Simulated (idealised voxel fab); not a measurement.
Process module heading - voxel double patterning
For reference, the cross-section in this document is cut, with width 250 nm and square cells of 5 nm.
How to read a cross-section here: the picture is a grid of square cells, written as bands going from the top down, and any band can span one or more rows of cells.
A band entry consists of two parts. The first gives the height of the band's top and the height of its bottom, in nm. The rest lists the band's materials from left to right, each with its width in nm. A single material labelled with the word "all across" fills the band from edge to edge, and the word "air" marks empty space.
Heights from 0 (as-received wafer is one material below). Bottom band endless downward, as "0..down".
Width "30..40": first value at the band's top row of cells, second value at its bottom row, equal change from row to row.
Any step labelled "remains unaltered" changed none of the cells in the cross-section.
"Cavities, closed" lists enclosed empty spaces (at least 8 cells, no open path upward to the top), each as width x height at distance from the left edge, in nm.
Anything after a step's settings on that line? It's the simulator's own note about the step.
The line of a step may include "overlay nm". On a step with a mask, this value is how far to the right of its planned place the mask lay. A negative value means the mask lay to the left.

-- These are the steps we planned for the process
step 1: RECEIVE, material Si
step 2: CONFORMAL_DEP, material SiO2, thk nm 10
step 3: DIRECTIONAL_DEP, material W, thk nm 15
step 4: DIRECTIONAL_DEP, material SiN, thk nm 10
step 5: MASKED_ETCH, tone open, mask id FIRST, width nm 15, pitch nm 50, etch materials SiN, depth nm 10, overlay nm 0
step 6: MASKED_ETCH, tone open, mask id SECOND, width nm 15, etch materials SiN, depth nm 10, overlay nm 0
step 7: DIRECTIONAL_ETCH, etch materials W, depth nm 15
step 8: STRIP, etch materials SiN

-- The first wafer of two, processed as planned

-- Cross-section of the wafer upon arrival, representing the state reached after step 1
- 0..down | Si all across
- Cavities, closed: none

-- After step 2, in cross-section
- 10..0 | SiO2 all across
- Under the height 0 nothing was changed.

-- After step 3, in cross-section
- 25..10 | W all across
- Under the height 10 nothing was changed.

-- After step 4, in cross-section
- 35..25 | SiN all across
- Under the height 25 nothing was changed.

-- After step 5, in cross-section
- 35..25 | SiN 90, then air 15, then SiN 35, then air 15, then SiN 95
- Under the height 25 nothing was changed.

-- After step 6, in cross-section
- 35..25 | SiN 90, then air 15, then SiN 10, then air 15, then SiN 10, then air 15, then SiN 95
- Under the height 25 nothing was changed.

-- After step 7, in cross-section
- 35..25 | SiN 90, then air 15, then SiN 10, then air 15, then SiN 10, then air 15, then SiN 95
- 25..10 | W 90, then air 15, then W 10, then air 15, then W 10, then air 15, then W 95
- Under the height 10 nothing was changed.

-- After step 8, in cross-section
- 25..10 | W 90, then air 15, then W 10, then air 15, then W 10, then air 15, then W 95
- Under the height 10 nothing was changed.

-- For the second wafer, take the first wafer's start and plan, then add one mistake made in running it; everything through step 2, that step included, is shared with the first

-- Second wafer, cut view, end of step 3 per plan
- 40..10 | W all across
- Under the height 10 nothing was changed.

-- Second wafer, cut view, end of step 4 per plan
- 50..40 | SiN all across
- Under the height 40 nothing was changed.

-- Second wafer, cut view, end of step 5 per plan
- 50..40 | SiN 90, then air 15, then SiN 35, then air 15, then SiN 95
- Under the height 40 nothing was changed.

-- Second wafer, cut view, end of step 6 per plan
- 50..40 | SiN 90, then air 15, then SiN 10, then air 15, then SiN 10, then air 15, then SiN 95
- Under the height 40 nothing was changed.

-- Second wafer, cut view, end of step 7 per plan
- 50..40 | SiN 90, then air 15, then SiN 10, then air 15, then SiN 10, then air 15, then SiN 95
- 40..25 | W 90, then air 15, then W 10, then air 15, then W 10, then air 15, then W 95
- Under the height 25 nothing was changed.

-- Second wafer, cut view, end of step 8 per plan
- 40..25 | W 90, then air 15, then W 10, then air 15, then W 10, then air 15, then W 95
- Under the height 25 nothing was changed.
Want to know what went wrong? step 3 from the plan got run twice
Wrapping up, a cell-based count of both wafers puts the second over or under the first for these materials: 150 more of W
